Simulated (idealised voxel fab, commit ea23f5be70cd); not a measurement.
The document below concerns the process module designated voxel wiring stack.
Section cut is 220 nm wide and gridded with 5 nm square cells.
This document writes a cross-section as a grid whose cells are square, and gives it as bands, listed from the top down; one or more rows of cells form a band. What a band's entry tells you: where the top is and where the bottom is, as heights in nm, and after that what lies inside, material by material from left to right, each with its width in nm. Empty space is written as the word "blank", and a single material marked with the word "edge to edge" occupies the band from edge to edge. Counting heights begins at 0, where everything beneath is, in the wafer as received, one material. The lowest band has no bottom; it goes on downwards, as "from 0 down" shows. Note: "30..40" means the width goes from the first number (top row of the band) to the second number (bottom row) in equal steps per row of cells. When a step is marked "remained the same", none of the cells in the cross-section changed during that step. "Closed voids list": empty spaces of 8 cells or more with no open way to the top, each given as width x height at distance, distance from the left edge, all in nm. Post-settings text on a step line: simulator's own remark regarding the step. "overlay nm" answers the question of how far to the right of plan the mask lay on a step that has a mask, and when it is negative the answer is to the left.
[So here's the lineup of process steps we planned]
| 1 | RECEIVE: material Si |
| 2 | CONFORMAL_DEP: material SiO2, thk nm 15 |
| 3 | CONFORMAL_DEP: material SiN, thk nm 5 |
| 4 | DIRECTIONAL_DEP: material SiO2, thk nm 15 |
| 5 | DIRECTIONAL_DEP: material aC, thk nm 15 |
| 6 | PATTERN: tone open, mask id METAL_1, material resist, width nm 30, pitch nm 45, thk nm 30, overlay nm 0 |
| 7 | DIRECTIONAL_ETCH: etch materials aC, depth nm 15 |
| 8 | STRIP: etch materials resist |
| 9 | DIRECTIONAL_ETCH: etch materials SiO2, depth nm 15 |
| 10 | DIRECTIONAL_ETCH: etch materials SiN, depth nm 5 |
| 11 | STRIP: etch materials aC |
| 12 | CONFORMAL_DEP: material TiN, thk nm 5 |
| 13 | FILL_DEP: material Cu, thk nm 5 |
| 14 | CMP: height nm 35 |
| 15 | EPI: material Ru, thk nm 5 |
| 16 | FILL_DEP: material SiCN, thk nm 5 |
| 17 | DIRECTIONAL_DEP: material SiO2, thk nm 30 |
| 18 | DIRECTIONAL_DEP: material aC, thk nm 10 |
| 19 | PATTERN: tone open, mask id METAL_2, material resist, width nm 30, pitch nm 45, thk nm 25, overlay nm 0 |
| 20 | DIRECTIONAL_ETCH: etch materials aC, depth nm 10 |
| 21 | STRIP: etch materials resist |
| 22 | DIRECTIONAL_ETCH: etch materials SiO2, depth nm 20 |
| 23 | STRIP: etch materials aC |
| 24 | DIRECTIONAL_DEP: material aC, thk nm 10 |
| 25 | PATTERN: tone open, mask id METAL_2_HOLES, material resist, width nm 15, pitch nm 45, thk nm 30, overlay nm 0 |
| 26 | DIRECTIONAL_ETCH: etch materials aC, depth nm 10 |
| 27 | STRIP: etch materials resist |
| 28 | DIRECTIONAL_ETCH: etch materials SiO2, depth nm 10 |
| 29 | DIRECTIONAL_ETCH: etch materials SiCN, depth nm 5 |
| 30 | STRIP: etch materials aC |
| 31 | CONFORMAL_DEP: material TiN, thk nm 5 |
| 32 | FILL_DEP: material Cu, thk nm 5 |
| 33 | CMP: height nm 75 |
| 34 | CONFORMAL_DEP: material SiCN, thk nm 5 |
| 35 | DIRECTIONAL_DEP: material lowk, thk nm 30 |
| 36 | DIRECTIONAL_DEP: material aC, thk nm 10 |
| 37 | PATTERN: tone open, mask id METAL_3_HOLES, material resist, width nm 15, pitch nm 90, thk nm 25, overlay nm 0 |
| 38 | DIRECTIONAL_ETCH: etch materials aC, depth nm 10 |
| 39 | STRIP: etch materials resist |
| 40 | DIRECTIONAL_ETCH: etch materials lowk, depth nm 30 |
| 41 | STRIP: etch materials aC |
| 42 | PATTERN: tone open, mask id METAL_3, material resist, width nm 30, pitch nm 45, thk nm 20, overlay nm 0 |
| 43 | DIRECTIONAL_ETCH: etch materials lowk, depth nm 20 |
| 44 | DIRECTIONAL_ETCH: etch materials SiCN, depth nm 5 |
| 45 | STRIP: etch materials resist |
| 46 | CONFORMAL_DEP: material TiN, thk nm 5 |
| 47 | FILL_DEP: material Ru, thk nm 5 |
| 48 | CMP: height nm 110 |
| 49 | CONFORMAL_DEP: material SiCN, thk nm 5 |
| 50 | DIRECTIONAL_DEP: material lowk, thk nm 15 |
| 51 | DIRECTIONAL_DEP: material aC, thk nm 15 |
| 52 | PATTERN: tone open, mask id PLUG_3, material resist, width nm 15, pitch nm 45, thk nm 30, overlay nm 0 |
| 53 | DIRECTIONAL_ETCH: etch materials aC, depth nm 15 |
| 54 | STRIP: etch materials resist |
| 55 | DIRECTIONAL_ETCH: etch materials lowk, depth nm 15 |
| 56 | DIRECTIONAL_ETCH: etch materials SiCN, depth nm 5 |
| 57 | STRIP: etch materials aC |
| 58 | CONFORMAL_DEP: material TiN, thk nm 5 |
| 59 | FILL_DEP: material W, thk nm 5 |
| 60 | CMP: height nm 130 |
| 61 | DIRECTIONAL_DEP: material TiN, thk nm 5 |
| 62 | DIRECTIONAL_DEP: material W, thk nm 25 |
| 63 | PATTERN: tone cover, mask id METAL_4, material resist, width nm 30, pitch nm 45, thk nm 15, overlay nm 0 |
| 64 | DIRECTIONAL_ETCH: etch materials W, depth nm 25 |
| 65 | DIRECTIONAL_ETCH: etch materials TiN, depth nm 5 |
| 66 | STRIP: etch materials resist |
| 67 | FILL_DEP: material SiO2, thk nm 10 |
| 68 | CMP: height nm 160 |
| 69 | CONFORMAL_DEP: material SiN, thk nm 5 |
[Incoming wafer in cross-section (state: after step 1)]
	from 0 down  Si edge to edge
	Closed voids list: none
[Same starting wafer, same plan as above, one mistake in the execution; this is the cross-section at the end of the module]
	from 165 to 160  SiN edge to edge
	from 160 to 155  SiO2 edge to edge
	from 155 to 130  SiO2: 25  W: 30  SiO2: 15  W: 30  SiO2: 15  W: 30  SiO2: 15  W: 30  SiO2: 30
	from 130 to 125  SiO2: 25  TiN: 30  SiO2: 15  TiN: 30  SiO2: 15  TiN: 30  SiO2: 15  TiN: 30  SiO2: 30
	from 125 to 115  lowk: 25  TiN: 5  W: 5  TiN: 5  lowk: 30  TiN: 5  W: 5  TiN: 5  lowk: 30  TiN: 5  W: 5  TiN: 5  lowk: 30  TiN: 5  W: 5  TiN: 5  lowk: 45
	from 115 to 110  SiCN: 25  TiN: 15  SiCN: 30  TiN: 15  SiCN: 30  TiN: 15  SiCN: 30  TiN: 15  SiCN: 45
	from 110 to 95  lowk: 25  TiN: 5  Ru: 20  TiN: 5  lowk: 15  TiN: 5  Ru: 20  TiN: 5  lowk: 15  TiN: 5  Ru: 20  TiN: 5  lowk: 15  TiN: 5  Ru: 20  TiN: 5  lowk: 30
	from 95 to 90  lowk: 25  TiN: 5  Ru: 5  TiN: 20  lowk: 15  TiN: 30  lowk: 15  TiN: 5  Ru: 5  TiN: 20  lowk: 15  TiN: 30  lowk: 30
	from 90 to 80  lowk: 25  TiN: 5  Ru: 5  TiN: 5  lowk: 75  TiN: 5  Ru: 5  TiN: 5  lowk: 90
	from 80 to 75  SiCN: 25  TiN: 15  SiCN: 75  TiN: 15  SiCN: 90
	from 75 to 60  SiO2: 25  TiN: 5  Cu: 20  TiN: 5  SiO2: 15  TiN: 5  Cu: 20  TiN: 5  SiO2: 15  TiN: 5  Cu: 20  TiN: 5  SiO2: 15  TiN: 5  Cu: 20  TiN: 5  SiO2: 30
	from 60 to 55  SiO2: 25  TiN: 5  Cu: 5  TiN: 20  SiO2: 15  TiN: 5  Cu: 5  TiN: 20  SiO2: 15  TiN: 5  Cu: 5  TiN: 20  SiO2: 15  TiN: 5  Cu: 5  TiN: 20  SiO2: 30
	from 55 to 45  SiO2: 25  TiN: 5  Cu: 5  TiN: 5  SiO2: 30  TiN: 5  Cu: 5  TiN: 5  SiO2: 30  TiN: 5  Cu: 5  TiN: 5  SiO2: 30  TiN: 5  Cu: 5  TiN: 5  SiO2: 45
	from 45 to 40  SiCN: 25  TiN: 15  SiCN: 30  TiN: 15  SiCN: 30  TiN: 15  SiCN: 30  TiN: 15  SiCN: 45
	from 40 to 35  SiCN: 20  Ru: 40  SiCN: 5  Ru: 40  SiCN: 5  Ru: 40  SiCN: 5  Ru: 40  SiCN: 25
	from 35 to 20  SiO2: 25  TiN: 5  Cu: 20  TiN: 5  SiO2: 15  TiN: 5  Cu: 20  TiN: 5  SiO2: 15  TiN: 5  Cu: 20  TiN: 5  SiO2: 15  TiN: 5  Cu: 20  TiN: 5  SiO2: 30
	from 20 to 15  SiN: 25  TiN: 30  SiN: 15  TiN: 30  SiN: 15  TiN: 30  SiN: 15  TiN: 30  SiN: 30
	from 15 to 0  SiO2 edge to edge
	from 0 down  Si edge to edge
	Closed voids list: none
Against the plan, the run slipped here: step 60 deviated from plan and actually ran as CMP: height nm 125
